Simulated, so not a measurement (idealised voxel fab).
process module | voxel self aligned vias
cross-section cut | 235 nm wide | cells 5 nm
A cross-section is a grid of square cells, given in bands from the top down. A band is one or more rows of cells.
Each band's line starts with the height of the band's top and of its bottom, in nm. Then come its materials from left to right, each with its width in nm. One material with "throughout" fills the band from edge to edge. "air" is empty space.
Height 0 is the level under which the wafer as received is all one material. The lowest band goes on downwards, as in "0 down".
A width such as "30 to 40" changes by the same amount from each row of cells to the next, from the band's top row to its bottom row.
"no change" after a step means that no cell of the cross-section changed.
closed voids: empty space of 8 cells or more with no open way to the top, each as width x height at its distance from the left edge, in nm
after a step's settings: what the simulator itself notes on the step
overlay nm, on a step with a mask: how far to the right of its planned place the mask lay; to the left if negative
plan
1 op RECEIVE | material Si
2 op CONFORMAL_DEP | material SiO2 | thk nm 15
3 op CONFORMAL_DEP | material SiCN | thk nm 5
4 op DIRECTIONAL_DEP | material SiO2 | thk nm 30
5 op MASKED_ETCH | tone open | mask id LINES | width nm 30 | pitch nm 65 | etch materials SiO2 | depth nm 30 | overlay nm -15
6 op CONFORMAL_DEP | material TiN | thk nm 5
7 op FILL_DEP | material Ru | thk nm 10
8 op CMP | height nm 50
9 op SELECTIVE_ETCH | etch materials W Ru TiN | depth nm 5
10 op FILL_DEP | material SiN | thk nm 5
11 op CMP | height nm 50
12 op DIRECTIONAL_DEP | material SiO2 | thk nm 20
13 op DIRECTIONAL_DEP | material aC | thk nm 10
14 op PATTERN | tone open | mask id VIAS | material resist | width nm 40 | pitch nm 65 | thk nm 25 | overlay nm 0
15 op DIRECTIONAL_ETCH | etch materials aC | depth nm 10
16 op STRIP | etch materials resist
17 op DIRECTIONAL_ETCH | etch materials SiO2 | depth nm 20
18 op DIRECTIONAL_ETCH | etch materials SiN | depth nm 5
19 op STRIP | etch materials aC
20 op CONFORMAL_DEP | material TiN | thk nm 5
21 op FILL_DEP | material W | thk nm 5
22 op CMP | height nm 70
23 op CONFORMAL_DEP | material SiN | thk nm 5
varied across the wafers: overlay nm of step 5. The plan shows the first wafer's value. All wafers start alike
first wafer as received, after step 1
  0 down: Si throughout
  closed voids: none
first wafer at the end, after step 23
  75 to 70: SiN throughout
  70 to 55: SiO2 65 | TiN 5 | W 30 | TiN 5 | SiO2 25 | TiN 5 | W 30 | TiN 5 | SiO2 65
  55 to 50: SiO2 65 | TiN 5 | W 10 | TiN 25 | SiO2 25 | TiN 5 | W 10 | TiN 25 | SiO2 65
  50 to 45: SiO2 55 | SiN 10 | TiN 20 | SiO2 35 | SiN 10 | TiN 20 | SiO2 85
  45 to 25: SiO2 55 | TiN 5 | Ru 20 | TiN 5 | SiO2 35 | TiN 5 | Ru 20 | TiN 5 | SiO2 85
  25 to 20: SiO2 55 | TiN 30 | SiO2 35 | TiN 30 | SiO2 85
  20 to 15: SiCN throughout
  15 to 0: SiO2 throughout
  0 down: Si throughout
  closed voids: none
last wafer at the end
  75 to 70: SiN throughout
  70 to 55: SiO2 65 | TiN 5 | W 30 | TiN 5 | SiO2 25 | TiN 5 | W 30 | TiN 5 | SiO2 65
  55 to 50: SiO2 65 | TiN 25 | W 10 | TiN 5 | SiO2 25 | TiN 25 | W 10 | TiN 5 | SiO2 65
  50 to 45: SiO2 85 | TiN 20 | SiN 10 | SiO2 35 | TiN 20 | SiN 10 | SiO2 55
  45 to 25: SiO2 85 | TiN 5 | Ru 20 | TiN 5 | SiO2 35 | TiN 5 | Ru 20 | TiN 5 | SiO2 55
  25 to 20: SiO2 85 | TiN 30 | SiO2 35 | TiN 30 | SiO2 55
  20 to 15: SiCN throughout
  15 to 0: SiO2 throughout
  0 down: Si throughout
  closed voids: none
each wafer at the end: cells of each material gained (+) or lost (-) since it was received, then its closed voids
overlay nm -15 | +32 Ru | +47 SiCN | +51 SiN | +475 SiO2 | +60 TiN | +40 W | closed voids: none
overlay nm -10 | +32 Ru | +47 SiCN | +49 SiN | +475 SiO2 | +60 TiN | +42 W | closed voids: none
overlay nm -5 | +32 Ru | +47 SiCN | +47 SiN | +475 SiO2 | +60 TiN | +44 W | closed voids: none
overlay nm 0 | +32 Ru | +47 SiCN | +47 SiN | +475 SiO2 | +60 TiN | +44 W | closed voids: none
overlay nm 5 | +32 Ru | +47 SiCN | +47 SiN | +475 SiO2 | +60 TiN | +44 W | closed voids: none
overlay nm 10 | +32 Ru | +47 SiCN | +49 SiN | +475 SiO2 | +60 TiN | +42 W | closed voids: none
overlay nm 15 | +32 Ru | +47 SiCN | +51 SiN | +475 SiO2 | +60 TiN | +40 W | closed voids: none
